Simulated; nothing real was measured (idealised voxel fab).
Name of the process module below: voxel wiring stack
We display cut, a cross-section 235 nm in width whose square cells are each 5 nm.
A cross-section is a grid of square cells, given in bands from the top down. A band is one or more rows of cells.
Top height, bottom height, nm. Materials left to right, width each, nm. Single material + "everywhere" = fills band edge to edge. "air" = empty.
Height reference: 0 = level under which incoming wafer is all one material. Lowest band: no bottom, runs on downward, e.g. "0..down".
A width such as "30->40" changes by the same amount from each row of cells to the next, from the band's top row to its bottom row.
Any step labelled "everything unchanged" changed none of the cells in the cross-section.
So "Closed cavity list" is basically the list of trapped voids: any empty space of 8 cells or more that can't reach the top through an opening. They're written width x height at distance, the distance being from the left edge, and it's all nm.
Formally, on a step line, whatever follows the settings is a remark that the simulator itself makes on the step.
overlay nm: right-of-plan distance of the mask on a masked step; negative values mean left-of-plan.
If you're wondering how to read the rest of this, here's the deal. It's pairs of cross-sections: one from before a process step, one from after it. The after one is only drawn as far down as the lowest band that changed. Right under each pair you'll see which step sits between them and what its settings were. Don't read the pairs as one continuous story, though. They can come from different runs of this module on the same starting wafer, and a pair only carries on from the one above it where its entry headed "State on entry" says so.

[State on entry]
    85..80  Cu everywhere
    80..75  65 nm TiN  15 nm Cu  30 nm TiN  15 nm Cu  30 nm TiN  15 nm Cu  65 nm TiN
    75..60  60 nm lowk  5 nm TiN  15 nm Cu  5 nm TiN  20 nm lowk  5 nm TiN  15 nm Cu  5 nm TiN  20 nm lowk  5 nm TiN  15 nm Cu  5 nm TiN  60 nm lowk
    60..55  60 nm lowk  5 nm TiN  5 nm Cu  15 nm TiN  20 nm lowk  25 nm TiN  20 nm lowk  5 nm TiN  5 nm Cu  15 nm TiN  60 nm lowk
    55..45  60 nm lowk  5 nm TiN  5 nm Cu  5 nm TiN  75 nm lowk  5 nm TiN  5 nm Cu  5 nm TiN  70 nm lowk
    45..40  60 nm SiCN  15 nm TiN  75 nm SiCN  15 nm TiN  70 nm SiCN
    40..20  60 nm SiO2  5 nm TiN  15 nm Cu  5 nm TiN  20 nm SiO2  5 nm TiN  15 nm Cu  5 nm TiN  20 nm SiO2  5 nm TiN  15 nm Cu  5 nm TiN  60 nm SiO2
    20..15  60 nm SiO2  25 nm TiN  20 nm SiO2  25 nm TiN  20 nm SiO2  25 nm TiN  60 nm SiO2
    15..5  SiO2 everywhere
    5..0  SiCN everywhere
    0..down  Si everywhere
    Closed cavity list: none

[Post-Process View]
    75..60  60 nm lowk  5 nm TiN  15 nm Cu  5 nm TiN  20 nm lowk  5 nm TiN  15 nm Cu  5 nm TiN  20 nm lowk  5 nm TiN  15 nm Cu  5 nm TiN  60 nm lowk
    All layers under 60 are left as they were.
    Closed cavity list: none
Quick note on the step between the two cross-sections above: CMP [height nm 75]

State on entry: The structure entering this step is exactly what the pair just above shows after its step.

[Post-Process View]
    80..75  SiCN everywhere
    All layers under 75 are left as they were.
    Closed cavity list: none
Quick note on the step between the two cross-sections above: CONFORMAL_DEP [material SiCN] [thk nm 5]

State on entry: The structure entering this step is exactly what the pair just above shows after its step.

[Post-Process View]
    100..80  lowk everywhere
    All layers under 80 are left as they were.
    Closed cavity list: none
Quick note on the step between the two cross-sections above: DIRECTIONAL_DEP [material lowk] [thk nm 20]

State on entry: The structure entering this step is exactly what the pair just above shows after its step.

[Post-Process View]
    100..80  60 nm lowk  15 nm air  75 nm lowk  15 nm air  70 nm lowk
    All layers under 80 are left as they were.
    Closed cavity list: none
Quick note on the step between the two cross-sections above: MASKED_ETCH [tone open] [mask id PLUG_2] [width nm 15] [pitch nm 90] [etch materials lowk] [depth nm 20] [overlay nm 0]

State on entry: The structure entering this step is exactly what the pair just above shows after its step.

[Post-Process View]
    100..80  60 nm lowk  15 nm air  75 nm lowk  15 nm air  70 nm lowk
    80..75  60 nm SiCN  15 nm air  75 nm SiCN  15 nm air  70 nm SiCN
    All layers under 75 are left as they were.
    Closed cavity list: none
Quick note on the step between the two cross-sections above: MASKED_ETCH [tone open] [mask id PLUG_2] [width nm 15] [pitch nm 90] [etch materials SiCN] [depth nm 5] [overlay nm 0]

State on entry: The structure entering this step is exactly what the pair just above shows after its step.

[Post-Process View]
    100..85  60 nm lowk  15 nm air  75 nm lowk  15 nm air  70 nm lowk
    85..80  60 nm lowk  15 nm Ru  75 nm lowk  15 nm Ru  70 nm lowk
    80..75  60 nm SiCN  15 nm Ru  75 nm SiCN  15 nm Ru  70 nm SiCN
    All layers under 75 are left as they were.
    Closed cavity list: none
Quick note on the step between the two cross-sections above: EPI [material Ru] [thk nm 10]

State on entry: The structure entering this step is exactly what the pair just above shows after its step.

[Post-Process View]
    100..95  60 nm lowk  15 nm air  75 nm lowk  15 nm air  70 nm lowk
    95..80  60 nm lowk  15 nm Ru  75 nm lowk  15 nm Ru  70 nm lowk
    All layers under 80 are left as they were.
    Closed cavity list: none
Quick note on the step between the two cross-sections above: EPI [material Ru] [thk nm 10]

State on entry: The structure entering this step is exactly what the pair just above shows after its step.

[Post-Process View]
    100..80  60 nm lowk  15 nm Ru  75 nm lowk  15 nm Ru  70 nm lowk
    All layers under 80 are left as they were.
    Closed cavity list: none
Quick note on the step between the two cross-sections above: EPI [material Ru] [thk nm 5]

State on entry: The structure entering this step is exactly what the pair just above shows after its step.

[Post-Process View]
    105..100  SiN everywhere
    All layers under 100 are left as they were.
    Closed cavity list: none
Quick note on the step between the two cross-sections above: CONFORMAL_DEP [material SiN] [thk nm 5]

State on entry: The structure entering this step is exactly what the pair just above shows after its step.

[Post-Process View]
    120..105  lowk everywhere
    All layers under 105 are left as they were.
    Closed cavity list: none
Quick note on the step between the two cross-sections above: DIRECTIONAL_DEP [material lowk] [thk nm 15]

State on entry: The structure entering this step is exactly what the pair just above shows after its step.

[Post-Process View]
    140..120  60 nm resist  25 nm air  20 nm resist  25 nm air  20 nm resist  25 nm air  60 nm resist
    All layers under 120 are left as they were.
    Closed cavity list: none
Quick note on the step between the two cross-sections above: PATTERN [tone open] [mask id METAL_3] [material resist] [width nm 25] [pitch nm 45] [thk nm 20] [overlay nm 0]

State on entry: The structure entering this step is exactly what the pair just above shows after its step.

[Post-Process View]
    140..120  60 nm resist  25 nm air  20 nm resist  25 nm air  20 nm resist  25 nm air  60 nm resist
    120..105  60 nm lowk  25 nm air  20 nm lowk  25 nm air  20 nm lowk  25 nm air  60 nm lowk
    All layers under 105 are left as they were.
    Closed cavity list: none
Quick note on the step between the two cross-sections above: DIRECTIONAL_ETCH [etch materials lowk] [depth nm 15]

State on entry: The structure entering this step is exactly what the pair just above shows after its step.

[Post-Process View]
    140..120  60 nm resist  25 nm air  20 nm resist  25 nm air  20 nm resist  25 nm air  60 nm resist
    120..105  60 nm lowk  25 nm air  20 nm lowk  25 nm air  20 nm lowk  25 nm air  60 nm lowk
    105..100  60 nm SiN  25 nm air  20 nm SiN  25 nm air  20 nm SiN  25 nm air  60 nm SiN
    All layers under 100 are left as they were.
    Closed cavity list: none
Quick note on the step between the two cross-sections above: DIRECTIONAL_ETCH [etch materials SiN] [depth nm 5]

State on entry: The structure entering this step is exactly what the pair just above shows after its step.

[Post-Process View]
    120..105  60 nm lowk  25 nm air  20 nm lowk  25 nm air  20 nm lowk  25 nm air  60 nm lowk
    All layers under 105 are left as they were.
    Closed cavity list: none
Quick note on the step between the two cross-sections above: STRIP [etch materials resist]

State on entry: The structure entering this step is exactly what the pair just above shows after its step.

[Post-Process View]
    125..120  65 nm TiN  15 nm air  30 nm TiN  15 nm air  30 nm TiN  15 nm air  65 nm TiN
    120..105  60 nm lowk  5 nm TiN  15 nm air  5 nm TiN  20 nm lowk  5 nm TiN  15 nm air  5 nm TiN  20 nm lowk  5 nm TiN  15 nm air  5 nm TiN  60 nm lowk
    105..100  60 nm SiN  25 nm TiN  20 nm SiN  25 nm TiN  20 nm SiN  25 nm TiN  60 nm SiN
    All layers under 100 are left as they were.
    Closed cavity list: none
Quick note on the step between the two cross-sections above: CONFORMAL_DEP [material TiN] [thk nm 5]

State on entry: The structure entering this step is exactly what the pair just above shows after its step.

[Post-Process View]
    135..125  Cu everywhere
    125..120  65 nm TiN  15 nm Cu  30 nm TiN  15 nm Cu  30 nm TiN  15 nm Cu  65 nm TiN
    120..105  60 nm lowk  5 nm TiN  15 nm Cu  5 nm TiN  20 nm lowk  5 nm TiN  15 nm Cu  5 nm TiN  20 nm lowk  5 nm TiN  15 nm Cu  5 nm TiN  60 nm lowk
    All layers under 105 are left as they were.
    Closed cavity list: none
Quick note on the step between the two cross-sections above: FILL_DEP [material Cu] [thk nm 10]

State on entry: The structure entering this step is exactly what the pair just above shows after its step.

[Post-Process View]
    120..105  60 nm lowk  5 nm TiN  15 nm Cu  5 nm TiN  20 nm lowk  5 nm TiN  15 nm Cu  5 nm TiN  20 nm lowk  5 nm TiN  15 nm Cu  5 nm TiN  60 nm lowk
    All layers under 105 are left as they were.
    Closed cavity list: none
Quick note on the step between the two cross-sections above: CMP [height nm 120]

State on entry: The structure entering this step is exactly what the pair just above shows after its step.

[Post-Process View]
    125..120  55 nm air  35 nm Ru  10 nm air  35 nm Ru  10 nm air  35 nm Ru  55 nm air
    All layers under 120 are left as they were.
    Closed cavity list: none
Quick note on the step between the two cross-sections above: EPI [material Ru] [thk nm 5]

State on entry: The structure entering this step is exactly what the pair just above shows after its step.

[Post-Process View]
    130..125  SiCN everywhere
    125..120  55 nm SiCN  35 nm Ru  10 nm SiCN  35 nm Ru  10 nm SiCN  35 nm Ru  55 nm SiCN
    All layers under 120 are left as they were.
    Closed cavity list: none
Quick note on the step between the two cross-sections above: FILL_DEP [material SiCN] [thk nm 5]

State on entry: The structure entering this step is exactly what the pair just above shows after its step.

[Post-Process View]
    140..130  SiO2 everywhere
    All layers under 130 are left as they were.
    Closed cavity list: none
Quick note on the step between the two cross-sections above: DIRECTIONAL_DEP [material SiO2] [thk nm 10]

State on entry: The structure entering this step is exactly what the pair just above shows after its step.

[Post-Process View]
    155..140  60 nm resist  15 nm air  30 nm resist  15 nm air  30 nm resist  15 nm air  70 nm resist
    All layers under 140 are left as they were.
    Closed cavity list: none
Quick note on the step between the two cross-sections above: PATTERN [tone open] [mask id PLUG_3] [material resist] [width nm 15] [pitch nm 45] [thk nm 15] [overlay nm 0]

State on entry: The structure entering this step is exactly what the pair just above shows after its step.

[Post-Process View]
    155..140  60 nm resist  15 nm air  30 nm resist  15 nm air  30 nm resist  15 nm air  70 nm resist
    140..130  60 nm SiO2  15 nm air  30 nm SiO2  15 nm air  30 nm SiO2  15 nm air  70 nm SiO2
    All layers under 130 are left as they were.
    Closed cavity list: none
Quick note on the step between the two cross-sections above: DIRECTIONAL_ETCH [etch materials SiO2] [depth nm 10]

State on entry: The structure entering this step is exactly what the pair just above shows after its step.

[Post-Process View]
    155..140  60 nm resist  15 nm air  30 nm resist  15 nm air  30 nm resist  15 nm air  70 nm resist
    140..130  60 nm SiO2  15 nm air  30 nm SiO2  15 nm air  30 nm SiO2  15 nm air  70 nm SiO2
    130..125  60 nm SiCN  15 nm air  30 nm SiCN  15 nm air  30 nm SiCN  15 nm air  70 nm SiCN
    All layers under 125 are left as they were.
    Closed cavity list: none
Quick note on the step between the two cross-sections above: DIRECTIONAL_ETCH [etch materials SiCN] [depth nm 5]

State on entry: The structure entering this step is exactly what the pair just above shows after its step.

[Post-Process View]
    140..130  60 nm SiO2  15 nm air  30 nm SiO2  15 nm air  30 nm SiO2  15 nm air  70 nm SiO2
    All layers under 130 are left as they were.
    Closed cavity list: none
Quick note on the step between the two cross-sections above: STRIP [etch materials resist]

State on entry: The structure entering this step is exactly what the pair just above shows after its step.

[Post-Process View]
    140..135  60 nm SiO2  15 nm air  30 nm SiO2  15 nm air  30 nm SiO2  15 nm air  70 nm SiO2
    135..130  60 nm SiO2  15 nm Ru  30 nm SiO2  15 nm Ru  30 nm SiO2  15 nm Ru  70 nm SiO2
    130..120  60->55 nm SiCN  15->35 nm Ru  30->10 nm SiCN  15->35 nm Ru  30->10 nm SiCN  15->35 nm Ru  70->55 nm SiCN
    All layers under 120 are left as they were.
    Closed cavity list: none
Quick note on the step between the two cross-sections above: EPI [material Ru] [thk nm 10]

State on entry: The structure entering this step is exactly what the pair just above shows after its step.

[Post-Process View]
    140..130  60 nm SiO2  15 nm Ru  30 nm SiO2  15 nm Ru  30 nm SiO2  15 nm Ru  70 nm SiO2
    All layers under 130 are left as they were.
    Closed cavity list: none
Quick note on the step between the two cross-sections above: EPI [material Ru] [thk nm 5]

State on entry: The structure entering this step is exactly what the pair just above shows after its step.

[Post-Process View]
    145..140  SiCN everywhere
    All layers under 140 are left as they were.
    Closed cavity list: none
Quick note on the step between the two cross-sections above: CONFORMAL_DEP [material SiCN] [thk nm 5]

State on entry: The structure entering this step is exactly what the pair just above shows after its step.

[Post-Process View]
    165..145  SiO2 everywhere
    All layers under 145 are left as they were.
    Closed cavity list: none
Quick note on the step between the two cross-sections above: DIRECTIONAL_DEP [material SiO2] [thk nm 20]

State on entry: The structure entering this step is exactly what the pair just above shows after its step.

[Post-Process View]
    180..165  60 nm resist  25 nm air  20 nm resist  25 nm air  20 nm resist  25 nm air  60 nm resist
    All layers under 165 are left as they were.
    Closed cavity list: none
Quick note on the step between the two cross-sections above: PATTERN [tone open] [mask id METAL_4] [material resist] [width nm 25] [pitch nm 45] [thk nm 15] [overlay nm 0]

State on entry: The structure entering this step is exactly what the pair just above shows after its step.

[Post-Process View]
    180..165  60 nm resist  25 nm air  20 nm resist  25 nm air  20 nm resist  25 nm air  60 nm resist
    165..145  60 nm SiO2  25 nm air  20 nm SiO2  25 nm air  20 nm SiO2  25 nm air  60 nm SiO2
    All layers under 145 are left as they were.
    Closed cavity list: none
Quick note on the step between the two cross-sections above: DIRECTIONAL_ETCH [etch materials SiO2] [depth nm 20]

State on entry: The structure entering this step is exactly what the pair just above shows after its step.

[Post-Process View]
    180..165  60 nm resist  25 nm air  20 nm resist  25 nm air  20 nm resist  25 nm air  60 nm resist
    165..145  60 nm SiO2  25 nm air  20 nm SiO2  25 nm air  20 nm SiO2  25 nm air  60 nm SiO2
    145..140  60 nm SiCN  25 nm air  20 nm SiCN  25 nm air  20 nm SiCN  25 nm air  60 nm SiCN
    All layers under 140 are left as they were.
    Closed cavity list: none
Quick note on the step between the two cross-sections above: DIRECTIONAL_ETCH [etch materials SiCN] [depth nm 5]

State on entry: The structure entering this step is exactly what the pair just above shows after its step.

[Post-Process View]
    165..145  60 nm SiO2  25 nm air  20 nm SiO2  25 nm air  20 nm SiO2  25 nm air  60 nm SiO2
    All layers under 145 are left as they were.
    Closed cavity list: none
Quick note on the step between the two cross-sections above: STRIP [etch materials resist]

State on entry: The structure entering this step is exactly what the pair just above shows after its step.

[Post-Process View]
    170..165  65 nm TiN  15 nm air  30 nm TiN  15 nm air  30 nm TiN  15 nm air  65 nm TiN
    165..145  60 nm SiO2  5 nm TiN  15 nm air  5 nm TiN  20 nm SiO2  5 nm TiN  15 nm air  5 nm TiN  20 nm SiO2  5 nm TiN  15 nm air  5 nm TiN  60 nm SiO2
    145..140  60 nm SiCN  25 nm TiN  20 nm SiCN  25 nm TiN  20 nm SiCN  25 nm TiN  60 nm SiCN
    All layers under 140 are left as they were.
    Closed cavity list: none
Quick note on the step between the two cross-sections above: CONFORMAL_DEP [material TiN] [thk nm 5]

State on entry: The structure entering this step is exactly what the pair just above shows after its step.

[Post-Process View]
    180..170  W everywhere
    170..165  65 nm TiN  15 nm W  30 nm TiN  15 nm W  30 nm TiN  15 nm W  65 nm TiN
    165..145  60 nm SiO2  5 nm TiN  15 nm W  5 nm TiN  20 nm SiO2  5 nm TiN  15 nm W  5 nm TiN  20 nm SiO2  5 nm TiN  15 nm W  5 nm TiN  60 nm SiO2
    All layers under 145 are left as they were.
    Closed cavity list: none
Quick note on the step between the two cross-sections above: FILL_DEP [material W] [thk nm 10]

State on entry: The structure entering this step is exactly what the pair just above shows after its step.

[Post-Process View]
    165..145  60 nm SiO2  5 nm TiN  15 nm W  5 nm TiN  20 nm SiO2  5 nm TiN  15 nm W  5 nm TiN  20 nm SiO2  5 nm TiN  15 nm W  5 nm TiN  60 nm SiO2
    All layers under 145 are left as they were.
    Closed cavity list: none
Quick note on the step between the two cross-sections above: CMP [height nm 165]

State on entry: The structure entering this step is exactly what the pair just above shows after its step.

[Post-Process View]
    170..165  SiCN everywhere
    All layers under 165 are left as they were.
    Closed cavity list: none
Quick note on the step between the two cross-sections above: CONFORMAL_DEP [material SiCN] [thk nm 5]

[State on entry]
    15..10  SiCN everywhere
    10..0  SiO2 everywhere
    0..down  Si everywhere
    Closed cavity list: none

[Post-Process View]
    35..15  SiO2 everywhere
    All layers under 15 are left as they were.
    Closed cavity list: none
Quick note on the step between the two cross-sections above: DIRECTIONAL_DEP [material SiO2] [thk nm 20]

State on entry: The structure entering this step is exactly what the pair just above shows after its step.

[Post-Process View]
    35..15  60 nm SiO2  25 nm air  20 nm SiO2  25 nm air  20 nm SiO2  25 nm air  60 nm SiO2
    All layers under 15 are left as they were.
    Closed cavity list: none
Quick note on the step between the two cross-sections above: MASKED_ETCH [tone open] [mask id METAL_1] [width nm 25] [pitch nm 45] [etch materials SiO2] [depth nm 25] [overlay nm 0]

State on entry: The structure entering this step is exactly what the pair just above shows after its step.

[Post-Process View]
    35..15  60 nm SiO2  25 nm air  20 nm SiO2  25 nm air  20 nm SiO2  25 nm air  60 nm SiO2
    15..10  60 nm SiCN  25 nm air  20 nm SiCN  25 nm air  20 nm SiCN  25 nm air  60 nm SiCN
    All layers under 10 are left as they were.
    Closed cavity list: none
Quick note on the step between the two cross-sections above: MASKED_ETCH [tone open] [mask id METAL_1] [width nm 25] [pitch nm 45] [etch materials SiCN] [depth nm 5] [overlay nm 0]

State on entry: The structure entering this step is exactly what the pair just above shows after its step.

[Post-Process View]
    40..35  65 nm TiN  15 nm air  30 nm TiN  15 nm air  30 nm TiN  15 nm air  65 nm TiN
    35..15  60 nm SiO2  5 nm TiN  15 nm air  5 nm TiN  20 nm SiO2  5 nm TiN  15 nm air  5 nm TiN  20 nm SiO2  5 nm TiN  15 nm air  5 nm TiN  60 nm SiO2
    15..10  60 nm SiCN  25 nm TiN  20 nm SiCN  25 nm TiN  20 nm SiCN  25 nm TiN  60 nm SiCN
    All layers under 10 are left as they were.
    Closed cavity list: none
Quick note on the step between the two cross-sections above: CONFORMAL_DEP [material TiN] [thk nm 5]

State on entry: The structure entering this step is exactly what the pair just above shows after its step.

[Post-Process View]
    50..40  Cu everywhere
    40..35  65 nm TiN  15 nm Cu  30 nm TiN  15 nm Cu  30 nm TiN  15 nm Cu  65 nm TiN
    35..15  60 nm SiO2  5 nm TiN  15 nm Cu  5 nm TiN  20 nm SiO2  5 nm TiN  15 nm Cu  5 nm TiN  20 nm SiO2  5 nm TiN  15 nm Cu  5 nm TiN  60 nm SiO2
    All layers under 15 are left as they were.
    Closed cavity list: none
Quick note on the step between the two cross-sections above: FILL_DEP [material Cu] [thk nm 10]

State on entry: The structure entering this step is exactly what the pair just above shows after its step.

[Post-Process View]
    40..35  65 nm TiN  15 nm Cu  30 nm TiN  15 nm Cu  30 nm TiN  15 nm Cu  65 nm TiN
    All layers under 35 are left as they were.
    Closed cavity list: none
Quick note on the step between the two cross-sections above: CMP [height nm 40]

State on entry: The structure entering this step is exactly what the pair just above shows after its step.

[Post-Process View]
    45..40  SiCN everywhere
    All layers under 40 are left as they were.
    Closed cavity list: none
Quick note on the step between the two cross-sections above: CONFORMAL_DEP [material SiCN] [thk nm 5]

State on entry: The structure entering this step is exactly what the pair just above shows after its step.

[Post-Process View]
    75..45  lowk everywhere
    All layers under 45 are left as they were.
    Closed cavity list: none
Quick note on the step between the two cross-sections above: DIRECTIONAL_DEP [material lowk] [thk nm 30]

State on entry: The structure entering this step is exactly what the pair just above shows after its step.

[Post-Process View]
    85..75  aC everywhere
    All layers under 75 are left as they were.
    Closed cavity list: none
Quick note on the step between the two cross-sections above: DIRECTIONAL_DEP [material aC] [thk nm 10]

State on entry: The structure entering this step is exactly what the pair just above shows after its step.

[Post-Process View]
    115..85  60 nm resist  15 nm air  75 nm resist  15 nm air  70 nm resist
    All layers under 85 are left as they were.
    Closed cavity list: none
Quick note on the step between the two cross-sections above: PATTERN [tone open] [mask id METAL_2_HOLES] [material resist] [width nm 15] [pitch nm 90] [thk nm 30] [overlay nm 0]

State on entry: The structure entering this step is exactly what the pair just above shows after its step.

[Post-Process View]
    105..85  60 nm resist  15 nm air  75 nm resist  15 nm air  70 nm resist
    85..75  60 nm aC  15 nm air  75 nm aC  15 nm air  70 nm aC
    All layers under 75 are left as they were.
    Closed cavity list: none
Quick note on the step between the two cross-sections above: DIRECTIONAL_ETCH [etch materials aC] [depth nm 10]

State on entry: The structure entering this step is exactly what the pair just above shows after its step.

[Post-Process View]
    85..75  60 nm aC  15 nm air  75 nm aC  15 nm air  70 nm aC
    All layers under 75 are left as they were.
    Closed cavity list: none
Quick note on the step between the two cross-sections above: STRIP [etch materials resist]

State on entry: The structure entering this step is exactly what the pair just above shows after its step.

[Post-Process View]
    85..75  60 nm aC  15 nm air  75 nm aC  15 nm air  70 nm aC
    75..45  60 nm lowk  15 nm air  75 nm lowk  15 nm air  70 nm lowk
    All layers under 45 are left as they were.
    Closed cavity list: none
Quick note on the step between the two cross-sections above: DIRECTIONAL_ETCH [etch materials lowk] [depth nm 30]

State on entry: The structure entering this step is exactly what the pair just above shows after its step.

[Post-Process View]
    75..45  60 nm lowk  15 nm air  75 nm lowk  15 nm air  70 nm lowk
    All layers under 45 are left as they were.
    Closed cavity list: none
Quick note on the step between the two cross-sections above: STRIP [etch materials aC]

State on entry: The structure entering this step is exactly what the pair just above shows after its step.

[Post-Process View]
    75..55  60 nm lowk  25 nm air  20 nm lowk  25 nm air  20 nm lowk  25 nm air  60 nm lowk
    All layers under 55 are left as they were.
    Closed cavity list: none
Quick note on the step between the two cross-sections above: MASKED_ETCH [tone open] [mask id METAL_2] [width nm 25] [pitch nm 45] [etch materials lowk] [depth nm 20] [overlay nm 0]

State on entry: The structure entering this step is exactly what the pair just above shows after its step.

[Post-Process View]
    75..55  60 nm lowk  25 nm air  20 nm lowk  25 nm air  20 nm lowk  25 nm air  60 nm lowk
    55..45  60 nm lowk  15 nm air  75 nm lowk  15 nm air  70 nm lowk
    45..40  60 nm SiCN  15 nm air  75 nm SiCN  15 nm air  70 nm SiCN
    All layers under 40 are left as they were.
    Closed cavity list: none
Quick note on the step between the two cross-sections above: MASKED_ETCH [tone open] [mask id METAL_2] [width nm 25] [pitch nm 45] [etch materials SiCN] [depth nm 5] [overlay nm 0]

State on entry: The structure entering this step is exactly what the pair just above shows after its step.

[Post-Process View]
    80..75  65 nm TiN  15 nm air  30 nm TiN  15 nm air  30 nm TiN  15 nm air  65 nm TiN
    75..60  60 nm lowk  5 nm TiN  15 nm air  5 nm TiN  20 nm lowk  5 nm TiN  15 nm air  5 nm TiN  20 nm lowk  5 nm TiN  15 nm air  5 nm TiN  60 nm lowk
    60..55  60 nm lowk  5 nm TiN  5 nm air  15 nm TiN  20 nm lowk  25 nm TiN  20 nm lowk  5 nm TiN  5 nm air  15 nm TiN  60 nm lowk
    55..45  60 nm lowk  5 nm TiN  5 nm air  5 nm TiN  75 nm lowk  5 nm TiN  5 nm air  5 nm TiN  70 nm lowk
    45..40  60 nm SiCN  15 nm TiN  75 nm SiCN  15 nm TiN  70 nm SiCN
    All layers under 40 are left as they were.
    Closed cavity list: none
Quick note on the step between the two cross-sections above: CONFORMAL_DEP [material TiN] [thk nm 5]

State on entry: The structure entering this step is exactly what the pair just above shows after its step.

[Post-Process View]
    85..80  Cu everywhere
    80..75  65 nm TiN  15 nm Cu  30 nm TiN  15 nm Cu  30 nm TiN  15 nm Cu  65 nm TiN
    75..60  60 nm lowk  5 nm TiN  15 nm Cu  5 nm TiN  20 nm lowk  5 nm TiN  15 nm Cu  5 nm TiN  20 nm lowk  5 nm TiN  15 nm Cu  5 nm TiN  60 nm lowk
    60..55  60 nm lowk  5 nm TiN  5 nm Cu  15 nm TiN  20 nm lowk  25 nm TiN  20 nm lowk  5 nm TiN  5 nm Cu  15 nm TiN  60 nm lowk
    55..45  60 nm lowk  5 nm TiN  5 nm Cu  5 nm TiN  75 nm lowk  5 nm TiN  5 nm Cu  5 nm TiN  70 nm lowk
    All layers under 45 are left as they were.
    Closed cavity list: none
Quick note on the step between the two cross-sections above: FILL_DEP [material Cu] [thk nm 5]

State on entry: The structure entering this step is exactly what the pair just above shows after its step.

[Post-Process View]
    75..60  60 nm lowk  5 nm TiN  15 nm Cu  5 nm TiN  20 nm lowk  5 nm TiN  15 nm Cu  5 nm TiN  20 nm lowk  5 nm TiN  15 nm Cu  5 nm TiN  60 nm lowk
    All layers under 60 are left as they were.
    Closed cavity list: none
Quick note on the step between the two cross-sections above: CMP [height nm 75]

State on entry: The structure entering this step is exactly what the pair just above shows after its step.

[Post-Process View]
    80..75  SiCN everywhere
    All layers under 75 are left as they were.
    Closed cavity list: none
Quick note on the step between the two cross-sections above: CONFORMAL_DEP [material SiCN] [thk nm 5]

State on entry: The structure entering this step is exactly what the pair just above shows after its step.

[Post-Process View]
    100..80  lowk everywhere
    All layers under 80 are left as they were.
    Closed cavity list: none
Quick note on the step between the two cross-sections above: DIRECTIONAL_DEP [material lowk] [thk nm 20]

State on entry: The structure entering this step is exactly what the pair just above shows after its step.

[Post-Process View]
    100..80  60 nm lowk  15 nm air  75 nm lowk  15 nm air  70 nm lowk
    All layers under 80 are left as they were.
    Closed cavity list: none
Quick note on the step between the two cross-sections above: MASKED_ETCH [tone open] [mask id PLUG_2] [width nm 15] [pitch nm 90] [etch materials lowk] [depth nm 20] [overlay nm 0]

State on entry: The structure entering this step is exactly what the pair just above shows after its step.

[Post-Process View]
    100..80  60 nm lowk  15 nm air  75 nm lowk  15 nm air  70 nm lowk
    80..75  60 nm SiCN  15 nm air  75 nm SiCN  15 nm air  70 nm SiCN
    All layers under 75 are left as they were.
    Closed cavity list: none
Quick note on the step between the two cross-sections above: MASKED_ETCH [tone open] [mask id PLUG_2] [width nm 15] [pitch nm 90] [etch materials SiCN] [depth nm 5] [overlay nm 0]

State on entry: The structure entering this step is exactly what the pair just above shows after its step.

[Post-Process View]
    100..85  60 nm lowk  15 nm air  75 nm lowk  15 nm air  70 nm lowk
    85..80  60 nm lowk  15 nm Ru  75 nm lowk  15 nm Ru  70 nm lowk
    80..75  60 nm SiCN  15 nm Ru  75 nm SiCN  15 nm Ru  70 nm SiCN
    All layers under 75 are left as they were.
    Closed cavity list: none
Quick note on the step between the two cross-sections above: EPI [material Ru] [thk nm 10]

State on entry: The structure entering this step is exactly what the pair just above shows after its step.

[Post-Process View]
    100..95  60 nm lowk  15 nm air  75 nm lowk  15 nm air  70 nm lowk
    95..80  60 nm lowk  15 nm Ru  75 nm lowk  15 nm Ru  70 nm lowk
    All layers under 80 are left as they were.
    Closed cavity list: none
Quick note on the step between the two cross-sections above: EPI [material Ru] [thk nm 10]

State on entry: The structure entering this step is exactly what the pair just above shows after its step.

[Post-Process View]
    100..80  60 nm lowk  15 nm Ru  75 nm lowk  15 nm Ru  70 nm lowk
    All layers under 80 are left as they were.
    Closed cavity list: none
Quick note on the step between the two cross-sections above: EPI [material Ru] [thk nm 5]

State on entry: The structure entering this step is exactly what the pair just above shows after its step.

[Post-Process View]
    105..100  SiN everywhere
    All layers under 100 are left as they were.
    Closed cavity list: none
Quick note on the step between the two cross-sections above: CONFORMAL_DEP [material SiN] [thk nm 5]

State on entry: The structure entering this step is exactly what the pair just above shows after its step.

[Post-Process View]
    120..105  lowk everywhere
    All layers under 105 are left as they were.
    Closed cavity list: none
Quick note on the step between the two cross-sections above: DIRECTIONAL_DEP [material lowk] [thk nm 15]

State on entry: The structure entering this step is exactly what the pair just above shows after its step.

[Post-Process View]
    140..120  60 nm resist  25 nm air  20 nm resist  25 nm air  20 nm resist  25 nm air  60 nm resist
    All layers under 120 are left as they were.
    Closed cavity list: none
Quick note on the step between the two cross-sections above: PATTERN [tone open] [mask id METAL_3] [material resist] [width nm 25] [pitch nm 45] [thk nm 20] [overlay nm 0]

State on entry: The structure entering this step is exactly what the pair just above shows after its step.

[Post-Process View]
    140..120  60 nm resist  25 nm air  20 nm resist  25 nm air  20 nm resist  25 nm air  60 nm resist
    120..105  60 nm lowk  25 nm air  20 nm lowk  25 nm air  20 nm lowk  25 nm air  60 nm lowk
    All layers under 105 are left as they were.
    Closed cavity list: none
Quick note on the step between the two cross-sections above: DIRECTIONAL_ETCH [etch materials lowk] [depth nm 15]

State on entry: The structure entering this step is exactly what the pair just above shows after its step.

[Post-Process View]
    140..120  60 nm resist  25 nm air  20 nm resist  25 nm air  20 nm resist  25 nm air  60 nm resist
    120..105  60 nm lowk  25 nm air  20 nm lowk  25 nm air  20 nm lowk  25 nm air  60 nm lowk
    105..100  60 nm SiN  25 nm air  20 nm SiN  25 nm air  20 nm SiN  25 nm air  60 nm SiN
    All layers under 100 are left as they were.
    Closed cavity list: none
Quick note on the step between the two cross-sections above: DIRECTIONAL_ETCH [etch materials SiN] [depth nm 5]

State on entry: The structure entering this step is exactly what the pair just above shows after its step.

[Post-Process View]
    120..105  60 nm lowk  25 nm air  20 nm lowk  25 nm air  20 nm lowk  25 nm air  60 nm lowk
    All layers under 105 are left as they were.
    Closed cavity list: none
Quick note on the step between the two cross-sections above: STRIP [etch materials resist]

State on entry: The structure entering this step is exactly what the pair just above shows after its step.

[Post-Process View]
    125..120  65 nm TiN  15 nm air  30 nm TiN  15 nm air  30 nm TiN  15 nm air  65 nm TiN
    120..105  60 nm lowk  5 nm TiN  15 nm air  5 nm TiN  20 nm lowk  5 nm TiN  15 nm air  5 nm TiN  20 nm lowk  5 nm TiN  15 nm air  5 nm TiN  60 nm lowk
    105..100  60 nm SiN  25 nm TiN  20 nm SiN  25 nm TiN  20 nm SiN  25 nm TiN  60 nm SiN
    All layers under 100 are left as they were.
    Closed cavity list: none
Quick note on the step between the two cross-sections above: CONFORMAL_DEP [material TiN] [thk nm 5]
